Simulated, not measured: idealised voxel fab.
The following is a process module called voxel released beams.
cross-section cut | 160 nm wide | cells 5 nm
Throughout this document, each cross-section is represented as a grid of square cells and is presented as a sequence of bands enumerated from the top downward, where a band comprises one or more rows of cells.
The band entry comprises the height of the band's top followed by the height of its bottom, expressed in nm, and subsequently the band's materials from left to right, each stated together with its width in nm. Where a single material is marked with the word "everywhere", that material fills the band from edge to edge. The word "air" represents empty space.
Beneath 0, the wafer as received is one material, and that level is where height counting begins. The lowest band goes on downward without a bottom; it is written like "z 0 and below".
A width given as "30..40" starts at the first number in the band's top row and ends at the second number in its bottom row, shifting by an equal amount at every step from row to row.
The cross-section has no changed cell in any step marked "nothing changed".
"Enclosed internal voids" contains a list of empty spaces, each no smaller than 8 cells and without an open way to the top, written in the form width x height at distance with the distance from the left edge and all three in nm.
Formally, on a step line, whatever follows the settings is a remark that the simulator itself makes on the step.
Each step line may optionally specify "overlay nm", which for a step with a mask gives the rightward distance between the mask's planned place and where it lay, a negative value indicating the leftward direction.

## So here's the lineup of process steps we planned
1. RECEIVE: material Si
2. CONFORMAL_DEP: material SiN, thk nm 5
3. DIRECTIONAL_DEP: material SiO2, thk nm 20
4. MASKED_ETCH: tone open, mask id ANCHOR, width nm 45, etch materials SiO2, depth nm 20, overlay nm 0
5. CONFORMAL_DEP: material polySi, thk nm 15
6. MASKED_ETCH: tone cover, mask id BEAM, width nm 115, etch materials polySi, depth nm 15, overlay nm 0
7. STRIP: etch materials SiO2

## Here's what the wafer looked like in cross-section when it arrived - that's after step 1
- z 0 and below: Si everywhere
- Enclosed internal voids: none

## first wafer at the end, as planned
- z 40 to 25: 20 air, 20 polySi, 15 air, 80 polySi, 25 air
- z 25 to 20: 25 air, 15 polySi, 15 air, 15 polySi, 90 air
- z 20 to 5: 25 air, 45 polySi, 90 air
- z 5 to 0: SiN everywhere
- z 0 and below: Si everywhere
- Enclosed internal voids: none

## Presented here is a cross-section of the second of the two wafers as it stood at the end of the module. It was started in the same manner and assigned the same plan as the first wafer; however, one mistake was made in its execution
- z 35 to 20: 20 air, 20 polySi, 15 air, 80 polySi, 25 air
- z 20 to 15: 25 air, 15 polySi, 15 air, 15 polySi, 90 air
- z 15 to 0: 25 air, 45 polySi, 90 air
- z 0 and below: Si everywhere
- Enclosed internal voids: none
What went wrong in running the wafer? no execution of plan step 2; skipped
The second wafer ends with more or fewer cells of some materials than the first, per final count: SiN -32
